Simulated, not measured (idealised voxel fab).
Process module name: voxel transistor to metal
Xsec cut, 170 nm wide, square cell size 5 nm.
A cross-section is written here as square cells arranged in a grid, and it is given in bands from the top down, each band taking up one or more rows of cells. Heights first: top, then bottom, in nm. Then materials, left to right, each with a width in nm. "everywhere" on a single material: fills the band edge to edge. "empty": empty space. All heights in this document are referenced to 0, defined as the level beneath which the wafer, as received, consists entirely of one material. The lowest band is not bounded below; it extends indefinitely downward and is written in the form "0 nm and below". Read "30 to 40" as a graded width: first number on top, second number at the bottom, same change between each pair of neighbouring rows. Given "left unchanged" for a step, no cell of the cross-section differs between before and after that step. Any empty space of 8 cells or more lacking an open way to the top shows up in "Closed void roster" as width x height at distance, distance from the left edge, in nm. Note: text after step settings on the step line = simulator remark on that step. overlay nm, on a step with a mask: how far to the right of its planned place the mask lay; to the left if negative.
List of planned process steps:
1. RECEIVE (material Si)
2. OXIDIZE (depth nm 5)
3. CONFORMAL_DEP (material SiN; thk nm 10)
4. DIRECTIONAL_DEP (material aC; thk nm 10)
5. PATTERN (tone cover; mask id ACTIVE; material resist; width nm 105; thk nm 25; overlay nm 0)
6. DIRECTIONAL_ETCH (etch materials aC; depth nm 10)
7. STRIP (etch materials resist)
8. DIRECTIONAL_ETCH (etch materials SiN; depth nm 10)
9. DIRECTIONAL_ETCH (etch materials SiO2; depth nm 5)
10. DIRECTIONAL_ETCH (etch materials Si; depth nm 20)
11. STRIP (etch materials aC)
12. FILL_DEP (material SiO2; thk nm 10)
13. CMP (height nm 10)
14. SELECTIVE_ETCH (etch materials SiO2; depth nm 10)
15. STRIP (etch materials SiN)
16. SELECTIVE_ETCH (etch materials SiO2; depth nm 5)
17. OXIDIZE (depth nm 5)
18. DIRECTIONAL_DEP (material polySi; thk nm 25)
19. DIRECTIONAL_DEP (material SiCN; thk nm 10)
20. MASKED_ETCH (tone cover; mask id GATE; width nm 15; etch materials SiCN; depth nm 20; overlay nm 0)
21. MASKED_ETCH (tone cover; mask id GATE; width nm 15; etch materials polySi; depth nm 35; overlay nm 0)
22. CONFORMAL_DEP (material SiN; thk nm 10)
23. DIRECTIONAL_ETCH (etch materials SiN; depth nm 10)
24. DIRECTIONAL_ETCH (etch materials SiO2; depth nm 5)
25. DIRECTIONAL_ETCH (etch materials Si; depth nm 10)
26. EPI (material pSi; thk nm 10)
27. FILL_DEP (material SiO2; thk nm 5)
28. CMP (height nm 30)
29. DIRECTIONAL_DEP (material SiO2; thk nm 10)
30. MASKED_ETCH (tone open; mask id CONTACT; width nm 30; pitch nm 55; etch materials SiO2; depth nm 50; overlay nm 0)
31. CONFORMAL_DEP (material TiN; thk nm 5)
32. FILL_DEP (material Ru; thk nm 5)
33. CMP (height nm 40)
34. DIRECTIONAL_DEP (material TiN; thk nm 5)
35. DIRECTIONAL_DEP (material W; thk nm 15)
36. MASKED_ETCH (tone cover; mask id METAL_1; width nm 20; pitch nm 65; etch materials W; depth nm 15; overlay nm 0)
37. MASKED_ETCH (tone cover; mask id METAL_1; width nm 20; pitch nm 65; etch materials TiN; depth nm 5; overlay nm 0)
38. FILL_DEP (material SiO2; thk nm 10)
39. CMP (height nm 60)
40. CONFORMAL_DEP (material SiCN; thk nm 5)
first wafer, as planned:
This is the cross-section of the wafer as we received it, i.e. after step 1:
0 nm and below = Si everywhere
Closed void roster: none
Wafer section view after processing step 2:
0 nm to -5 nm = SiO2 everywhere
Nothing below the height -5 has changed.
Wafer section view after processing step 3:
10 nm to 0 nm = SiN everywhere
Nothing below the height 0 has changed.
Wafer section view after processing step 4:
20 nm to 10 nm = aC everywhere
Nothing below the height 10 has changed.
Wafer section view after processing step 5:
45 nm to 20 nm = empty (30) / resist (105) / empty (35)
Nothing below the height 20 has changed.
Wafer section view after processing step 6:
35 nm to 20 nm = empty (30) / resist (105) / empty (35)
20 nm to 10 nm = empty (30) / aC (105) / empty (35)
Nothing below the height 10 has changed.
Wafer section view after processing step 7:
20 nm to 10 nm = empty (30) / aC (105) / empty (35)
Nothing below the height 10 has changed.
Wafer section view after processing step 8:
20 nm to 10 nm = empty (30) / aC (105) / empty (35)
10 nm to 0 nm = empty (30) / SiN (105) / empty (35)
Nothing below the height 0 has changed.
Wafer section view after processing step 9:
20 nm to 10 nm = empty (30) / aC (105) / empty (35)
10 nm to 0 nm = empty (30) / SiN (105) / empty (35)
0 nm to -5 nm = empty (30) / SiO2 (105) / empty (35)
Nothing below the height -5 has changed.
Wafer section view after processing step 10:
20 nm to 10 nm = empty (30) / aC (105) / empty (35)
10 nm to 0 nm = empty (30) / SiN (105) / empty (35)
0 nm to -5 nm = empty (30) / SiO2 (105) / empty (35)
-5 nm to -25 nm = empty (30) / Si (105) / empty (35)
Nothing below the height -25 has changed.
Wafer section view after processing step 11:
10 nm to 0 nm = empty (30) / SiN (105) / empty (35)
Nothing below the height 0 has changed.
Wafer section view after processing step 12:
20 nm to 10 nm = SiO2 everywhere
10 nm to 0 nm = SiO2 (30) / SiN (105) / SiO2 (35)
0 nm to -5 nm = SiO2 everywhere
-5 nm to -25 nm = SiO2 (30) / Si (105) / SiO2 (35)
Nothing below the height -25 has changed.
Wafer section view after processing step 13:
10 nm to 0 nm = SiO2 (30) / SiN (105) / SiO2 (35)
Nothing below the height 0 has changed.
Wafer section view after processing step 14:
10 nm to 0 nm = empty (30) / SiN (105) / empty (35)
Nothing below the height 0 has changed.
Wafer section view after processing step 15:
0 nm to -5 nm = SiO2 everywhere
Nothing below the height -5 has changed.
Wafer section view after processing step 16:
-5 nm to -25 nm = SiO2 (30) / Si (105) / SiO2 (35)
Nothing below the height -25 has changed.
Wafer section view after processing step 17:
-5 nm to -10 nm = SiO2 everywhere
Nothing below the height -10 has changed.
Wafer section view after processing step 18:
20 nm to -5 nm = polySi everywhere
Nothing below the height -5 has changed.
Wafer section view after processing step 19:
30 nm to 20 nm = SiCN everywhere
Nothing below the height 20 has changed.
Wafer section view after processing step 20:
30 nm to 20 nm = empty (75) / SiCN (15) / empty (80)
Nothing below the height 20 has changed.
Wafer section view after processing step 21:
30 nm to 20 nm = empty (75) / SiCN (15) / empty (80)
20 nm to -5 nm = empty (75) / polySi (15) / empty (80)
Nothing below the height -5 has changed.
Wafer section view after processing step 22:
40 nm to 30 nm = empty (65) / SiN (35) / empty (70)
30 nm to 20 nm = empty (65) / SiN (10) / SiCN (15) / SiN (10) / empty (70)
20 nm to 5 nm = empty (65) / SiN (10) / polySi (15) / SiN (10) / empty (70)
5 nm to -5 nm = SiN (75) / polySi (15) / SiN (80)
Nothing below the height -5 has changed.
Wafer section view after processing step 23:
30 nm to 20 nm = empty (65) / SiN (10) / SiCN (15) / SiN (10) / empty (70)
20 nm to -5 nm = empty (65) / SiN (10) / polySi (15) / SiN (10) / empty (70)
Nothing below the height -5 has changed.
Wafer section view after processing step 24:
30 nm to 20 nm = empty (65) / SiN (10) / SiCN (15) / SiN (10) / empty (70)
20 nm to -5 nm = empty (65) / SiN (10) / polySi (15) / SiN (10) / empty (70)
-5 nm to -10 nm = empty (65) / SiO2 (35) / empty (70)
Nothing below the height -10 has changed.
Wafer section view after processing step 25:
30 nm to 20 nm = empty (65) / SiN (10) / SiCN (15) / SiN (10) / empty (70)
20 nm to -5 nm = empty (65) / SiN (10) / polySi (15) / SiN (10) / empty (70)
-5 nm to -10 nm = empty (65) / SiO2 (35) / empty (70)
-10 nm to -20 nm = SiO2 (30) / empty (35) / Si (35) / empty (35) / SiO2 (35)
Nothing below the height -20 has changed.
Wafer section view after processing step 26:
30 nm to 20 nm = empty (65) / SiN (10) / SiCN (15) / SiN (10) / empty (70)
20 nm to 0 nm = empty (65) / SiN (10) / polySi (15) / SiN (10) / empty (70)
0 nm to -5 nm = empty (55) / pSi (10) / SiN (10) / polySi (15) / SiN (10) / pSi (10) / empty (60)
-5 nm to -10 nm = empty (55) / pSi (10) / SiO2 (35) / pSi (10) / empty (60)
-10 nm to -20 nm = SiO2 (30) / pSi (35) / Si (35) / pSi (35) / SiO2 (35)
Nothing below the height -20 has changed.
Wafer section view after processing step 27:
35 nm to 30 nm = SiO2 everywhere
30 nm to 20 nm = SiO2 (65) / SiN (10) / SiCN (15) / SiN (10) / SiO2 (70)
20 nm to 0 nm = SiO2 (65) / SiN (10) / polySi (15) / SiN (10) / SiO2 (70)
0 nm to -5 nm = SiO2 (55) / pSi (10) / SiN (10) / polySi (15) / SiN (10) / pSi (10) / SiO2 (60)
-5 nm to -10 nm = SiO2 (55) / pSi (10) / SiO2 (35) / pSi (10) / SiO2 (60)
Nothing below the height -10 has changed.
Wafer section view after processing step 28:
30 nm to 20 nm = SiO2 (65) / SiN (10) / SiCN (15) / SiN (10) / SiO2 (70)
Nothing below the height 20 has changed.
Wafer section view after processing step 29:
40 nm to 30 nm = SiO2 everywhere
Nothing below the height 30 has changed.
Wafer section view after processing step 30:
40 nm to 30 nm = SiO2 (40) / empty (30) / SiO2 (25) / empty (30) / SiO2 (45)
30 nm to 20 nm = SiO2 (40) / empty (25) / SiN (10) / SiCN (15) / SiN (10) / empty (25) / SiO2 (45)
20 nm to 0 nm = SiO2 (40) / empty (25) / SiN (10) / polySi (15) / SiN (10) / empty (25) / SiO2 (45)
0 nm to -5 nm = SiO2 (40) / empty (15) / pSi (10) / SiN (10) / polySi (15) / SiN (10) / pSi (10) / empty (15) / SiO2 (45)
-5 nm to -10 nm = SiO2 (40) / empty (15) / pSi (10) / SiO2 (35) / pSi (10) / empty (15) / SiO2 (45)
Nothing below the height -10 has changed.
Wafer section view after processing step 31:
45 nm to 40 nm = TiN (45) / empty (20) / TiN (35) / empty (20) / TiN (50)
40 nm to 30 nm = SiO2 (40) / TiN (5) / empty (20 to 15) / TiN (5 to 10) / SiO2 (25) / TiN (5 to 10) / empty (20 to 15) / TiN (5) / SiO2 (45)
30 nm to 20 nm = SiO2 (40) / TiN (5) / empty (15) / TiN (5) / SiN (10) / SiCN (15) / SiN (10) / TiN (5) / empty (15) / TiN (5) / SiO2 (45)
20 nm to 5 nm = SiO2 (40) / TiN (5) / empty (15) / TiN (5) / SiN (10) / polySi (15) / SiN (10) / TiN (5) / empty (15) / TiN (5) / SiO2 (45)
5 nm to 0 nm = SiO2 (40) / TiN (5) / empty (5) / TiN (15) / SiN (10) / polySi (15) / SiN (10) / TiN (15) / empty (5) / TiN (5) / SiO2 (45)
0 nm to -5 nm = SiO2 (40) / TiN (5) / empty (5) / TiN (5) / pSi (10) / SiN (10) / polySi (15) / SiN (10) / pSi (10) / TiN (5) / empty (5) / TiN (5) / SiO2 (45)
-5 nm to -10 nm = SiO2 (40) / TiN (15) / pSi (10) / SiO2 (35) / pSi (10) / TiN (15) / SiO2 (45)
Nothing below the height -10 has changed.
Wafer section view after processing step 32:
50 nm to 45 nm = Ru everywhere
45 nm to 40 nm = TiN (45) / Ru (20) / TiN (35) / Ru (20) / TiN (50)
40 nm to 30 nm = SiO2 (40) / TiN (5) / Ru (20 to 15) / TiN (5 to 10) / SiO2 (25) / TiN (5 to 10) / Ru (20 to 15) / TiN (5) / SiO2 (45)
30 nm to 20 nm = SiO2 (40) / TiN (5) / Ru (15) / TiN (5) / SiN (10) / SiCN (15) / SiN (10) / TiN (5) / Ru (15) / TiN (5) / SiO2 (45)
20 nm to 5 nm = SiO2 (40) / TiN (5) / Ru (15) / TiN (5) / SiN (10) / polySi (15) / SiN (10) / TiN (5) / Ru (15) / TiN (5) / SiO2 (45)
5 nm to 0 nm = SiO2 (40) / TiN (5) / Ru (5) / TiN (15) / SiN (10) / polySi (15) / SiN (10) / TiN (15) / Ru (5) / TiN (5) / SiO2 (45)
0 nm to -5 nm = SiO2 (40) / TiN (5) / Ru (5) / TiN (5) / pSi (10) / SiN (10) / polySi (15) / SiN (10) / pSi (10) / TiN (5) / Ru (5) / TiN (5) / SiO2 (45)
Nothing below the height -5 has changed.
Wafer section view after processing step 33:
40 nm to 30 nm = SiO2 (40) / TiN (5) / Ru (20 to 15) / TiN (5 to 10) / SiO2 (25) / TiN (5 to 10) / Ru (20 to 15) / TiN (5) / SiO2 (45)
Nothing below the height 30 has changed.
Wafer section view after processing step 34:
45 nm to 40 nm = TiN everywhere
Nothing below the height 40 has changed.
Wafer section view after processing step 35:
60 nm to 45 nm = W everywhere
Nothing below the height 45 has changed.
Wafer section view after processing step 36:
60 nm to 45 nm = empty (40) / W (20) / empty (45) / W (20) / empty (45)
Nothing below the height 45 has changed.
Wafer section view after processing step 37:
60 nm to 45 nm = empty (40) / W (20) / empty (45) / W (20) / empty (45)
45 nm to 40 nm = empty (40) / TiN (20) / empty (45) / TiN (20) / empty (45)
Nothing below the height 40 has changed.
Wafer section view after processing step 38:
70 nm to 60 nm = SiO2 everywhere
60 nm to 45 nm = SiO2 (40) / W (20) / SiO2 (45) / W (20) / SiO2 (45)
45 nm to 40 nm = SiO2 (40) / TiN (20) / SiO2 (45) / TiN (20) / SiO2 (45)
Nothing below the height 40 has changed.
Wafer section view after processing step 39:
60 nm to 45 nm = SiO2 (40) / W (20) / SiO2 (45) / W (20) / SiO2 (45)
Nothing below the height 45 has changed.
Wafer section view after processing step 40:
65 nm to 60 nm = SiCN everywhere
Nothing below the height 60 has changed.
The remaining wafer, second of the two, started like the first and was run to the same plan, except that one mistake was made along the way; the two coincide through step 4, inclusive:
Second wafer, cut view, end of step 5 per plan:
45 nm to 20 nm = resist (30) / empty (105) / resist (35)
Nothing below the height 20 has changed.
Second wafer, cut view, end of step 6 per plan:
35 nm to 20 nm = resist (30) / empty (105) / resist (35)
20 nm to 10 nm = aC (30) / empty (105) / aC (35)
Nothing below the height 10 has changed.
Second wafer, cut view, end of step 7 per plan:
20 nm to 10 nm = aC (30) / empty (105) / aC (35)
Nothing below the height 10 has changed.
Second wafer, cut view, end of step 8 per plan:
20 nm to 10 nm = aC (30) / empty (105) / aC (35)
10 nm to 0 nm = SiN (30) / empty (105) / SiN (35)
Nothing below the height 0 has changed.
Second wafer, cut view, end of step 9 per plan:
20 nm to 10 nm = aC (30) / empty (105) / aC (35)
10 nm to 0 nm = SiN (30) / empty (105) / SiN (35)
0 nm to -5 nm = SiO2 (30) / empty (105) / SiO2 (35)
Nothing below the height -5 has changed.
Second wafer, cut view, end of step 10 per plan:
20 nm to 10 nm = aC (30) / empty (105) / aC (35)
10 nm to 0 nm = SiN (30) / empty (105) / SiN (35)
0 nm to -5 nm = SiO2 (30) / empty (105) / SiO2 (35)
-5 nm to -25 nm = Si (30) / empty (105) / Si (35)
Nothing below the height -25 has changed.
Second wafer, cut view, end of step 11 per plan:
10 nm to 0 nm = SiN (30) / empty (105) / SiN (35)
Nothing below the height 0 has changed.
Second wafer, cut view, end of step 12 per plan:
20 nm to 10 nm = SiO2 everywhere
10 nm to 0 nm = SiN (30) / SiO2 (105) / SiN (35)
0 nm to -5 nm = SiO2 everywhere
-5 nm to -25 nm = Si (30) / SiO2 (105) / Si (35)
Nothing below the height -25 has changed.
Second wafer, cut view, end of step 13 per plan:
10 nm to 0 nm = SiN (30) / SiO2 (105) / SiN (35)
Nothing below the height 0 has changed.
Second wafer, cut view, end of step 14 per plan:
10 nm to 0 nm = SiN (30) / empty (105) / SiN (35)
Nothing below the height 0 has changed.
Second wafer, cut view, end of step 15 per plan:
0 nm to -5 nm = SiO2 everywhere
Nothing below the height -5 has changed.
Second wafer, cut view, end of step 16 per plan:
-5 nm to -25 nm = Si (30) / SiO2 (105) / Si (35)
Nothing below the height -25 has changed.
Second wafer, cut view, end of step 17 per plan:
-5 nm to -10 nm = SiO2 everywhere
Nothing below the height -10 has changed.
Second wafer, cut view, end of step 18 per plan:
20 nm to -5 nm = polySi everywhere
Nothing below the height -5 has changed.
Second wafer, cut view, end of step 19 per plan:
30 nm to 20 nm = SiCN everywhere
Nothing below the height 20 has changed.
Second wafer, cut view, end of step 20 per plan:
30 nm to 20 nm = empty (75) / SiCN (15) / empty (80)
Nothing below the height 20 has changed.
Second wafer, cut view, end of step 21 per plan:
30 nm to 20 nm = empty (75) / SiCN (15) / empty (80)
20 nm to -5 nm = empty (75) / polySi (15) / empty (80)
Nothing below the height -5 has changed.
Second wafer, cut view, end of step 22 per plan:
40 nm to 30 nm = empty (65) / SiN (35) / empty (70)
30 nm to 20 nm = empty (65) / SiN (10) / SiCN (15) / SiN (10) / empty (70)
20 nm to 5 nm = empty (65) / SiN (10) / polySi (15) / SiN (10) / empty (70)
5 nm to -5 nm = SiN (75) / polySi (15) / SiN (80)
Nothing below the height -5 has changed.
Second wafer, cut view, end of step 23 per plan:
30 nm to 20 nm = empty (65) / SiN (10) / SiCN (15) / SiN (10) / empty (70)
20 nm to -5 nm = empty (65) / SiN (10) / polySi (15) / SiN (10) / empty (70)
Nothing below the height -5 has changed.
Second wafer, cut view, end of step 24 per plan:
30 nm to 20 nm = empty (65) / SiN (10) / SiCN (15) / SiN (10) / empty (70)
20 nm to -5 nm = empty (65) / SiN (10) / polySi (15) / SiN (10) / empty (70)
-5 nm to -10 nm = empty (65) / SiO2 (35) / empty (70)
Nothing below the height -10 has changed.
Second wafer, cut view, end of step 25 per plan:
30 nm to 20 nm = empty (65) / SiN (10) / SiCN (15) / SiN (10) / empty (70)
20 nm to -5 nm = empty (65) / SiN (10) / polySi (15) / SiN (10) / empty (70)
-5 nm to -10 nm = empty (65) / SiO2 (35) / empty (70)
-10 nm to -20 nm = empty (30) / SiO2 (105) / empty (35)
Nothing below the height -20 has changed.
Second wafer, cut view, end of step 26 per plan:
30 nm to 20 nm = empty (65) / SiN (10) / SiCN (15) / SiN (10) / empty (70)
20 nm to -5 nm = empty (65) / SiN (10) / polySi (15) / SiN (10) / empty (70)
-5 nm to -10 nm = empty (65) / SiO2 (35) / empty (70)
-10 nm to -20 nm = pSi (30) / SiO2 (105) / pSi (35)
Nothing below the height -20 has changed.
Second wafer, cut view, end of step 27 per plan:
35 nm to 30 nm = SiO2 everywhere
30 nm to 20 nm = SiO2 (65) / SiN (10) / SiCN (15) / SiN (10) / SiO2 (70)
20 nm to -5 nm = SiO2 (65) / SiN (10) / polySi (15) / SiN (10) / SiO2 (70)
-5 nm to -10 nm = SiO2 everywhere
Nothing below the height -10 has changed.
Second wafer, cut view, end of step 28 per plan:
30 nm to 20 nm = SiO2 (65) / SiN (10) / SiCN (15) / SiN (10) / SiO2 (70)
Nothing below the height 20 has changed.
Second wafer, cut view, end of step 29 per plan:
40 nm to 30 nm = SiO2 everywhere
Nothing below the height 30 has changed.
Second wafer, cut view, end of step 30 per plan:
40 nm to 30 nm = SiO2 (40) / empty (30) / SiO2 (25) / empty (30) / SiO2 (45)
30 nm to 20 nm = SiO2 (40) / empty (25) / SiN (10) / SiCN (15) / SiN (10) / empty (25) / SiO2 (45)
20 nm to -5 nm = SiO2 (40) / empty (25) / SiN (10) / polySi (15) / SiN (10) / empty (25) / SiO2 (45)
-5 nm to -10 nm = SiO2 (40) / empty (25) / SiO2 (35) / empty (25) / SiO2 (45)
Nothing below the height -10 has changed.
Second wafer, cut view, end of step 31 per plan:
45 nm to 40 nm = TiN (45) / empty (20) / TiN (35) / empty (20) / TiN (50)
40 nm to 30 nm = SiO2 (40) / TiN (5) / empty (20 to 15) / TiN (5 to 10) / SiO2 (25) / TiN (5 to 10) / empty (20 to 15) / TiN (5) / SiO2 (45)
30 nm to 20 nm = SiO2 (40) / TiN (5) / empty (15) / TiN (5) / SiN (10) / SiCN (15) / SiN (10) / TiN (5) / empty (15) / TiN (5) / SiO2 (45)
20 nm to -5 nm = SiO2 (40) / TiN (5) / empty (15) / TiN (5) / SiN (10) / polySi (15) / SiN (10) / TiN (5) / empty (15) / TiN (5) / SiO2 (45)
-5 nm to -10 nm = SiO2 (40) / TiN (25) / SiO2 (35) / TiN (25) / SiO2 (45)
Nothing below the height -10 has changed.
Second wafer, cut view, end of step 32 per plan:
50 nm to 45 nm = Ru everywhere
45 nm to 40 nm = TiN (45) / Ru (20) / TiN (35) / Ru (20) / TiN (50)
40 nm to 30 nm = SiO2 (40) / TiN (5) / Ru (20 to 15) / TiN (5 to 10) / SiO2 (25) / TiN (5 to 10) / Ru (20 to 15) / TiN (5) / SiO2 (45)
30 nm to 20 nm = SiO2 (40) / TiN (5) / Ru (15) / TiN (5) / SiN (10) / SiCN (15) / SiN (10) / TiN (5) / Ru (15) / TiN (5) / SiO2 (45)
20 nm to -5 nm = SiO2 (40) / TiN (5) / Ru (15) / TiN (5) / SiN (10) / polySi (15) / SiN (10) / TiN (5) / Ru (15) / TiN (5) / SiO2 (45)
Nothing below the height -5 has changed.
Second wafer, cut view, end of step 33 per plan:
40 nm to 30 nm = SiO2 (40) / TiN (5) / Ru (20 to 15) / TiN (5 to 10) / SiO2 (25) / TiN (5 to 10) / Ru (20 to 15) / TiN (5) / SiO2 (45)
Nothing below the height 30 has changed.
Second wafer, cut view, end of step 34 per plan:
45 nm to 40 nm = TiN everywhere
Nothing below the height 40 has changed.
Second wafer, cut view, end of step 35 per plan:
60 nm to 45 nm = W everywhere
Nothing below the height 45 has changed.
Second wafer, cut view, end of step 36 per plan:
60 nm to 45 nm = empty (40) / W (20) / empty (45) / W (20) / empty (45)
Nothing below the height 45 has changed.
Second wafer, cut view, end of step 37 per plan:
60 nm to 45 nm = empty (40) / W (20) / empty (45) / W (20) / empty (45)
45 nm to 40 nm = empty (40) / TiN (20) / empty (45) / TiN (20) / empty (45)
Nothing below the height 40 has changed.
Second wafer, cut view, end of step 38 per plan:
70 nm to 60 nm = SiO2 everywhere
60 nm to 45 nm = SiO2 (40) / W (20) / SiO2 (45) / W (20) / SiO2 (45)
45 nm to 40 nm = SiO2 (40) / TiN (20) / SiO2 (45) / TiN (20) / SiO2 (45)
Nothing below the height 40 has changed.
Second wafer, cut view, end of step 39 per plan:
60 nm to 45 nm = SiO2 (40) / W (20) / SiO2 (45) / W (20) / SiO2 (45)
Nothing below the height 45 has changed.
Second wafer, cut view, end of step 40 per plan:
65 nm to 60 nm = SiCN everywhere
Nothing below the height 60 has changed.
Here's what went sideways: not per plan at step 5, really ran PATTERN (tone open; mask id ACTIVE; material resist; width nm 105; thk nm 25; overlay nm 0)
It is noted that, at the conclusion of processing, the second wafer exhibits a higher or lower cell count for certain materials relative to the first: +8 Ru; -22 Si; +24 SiO2; -10 pSi
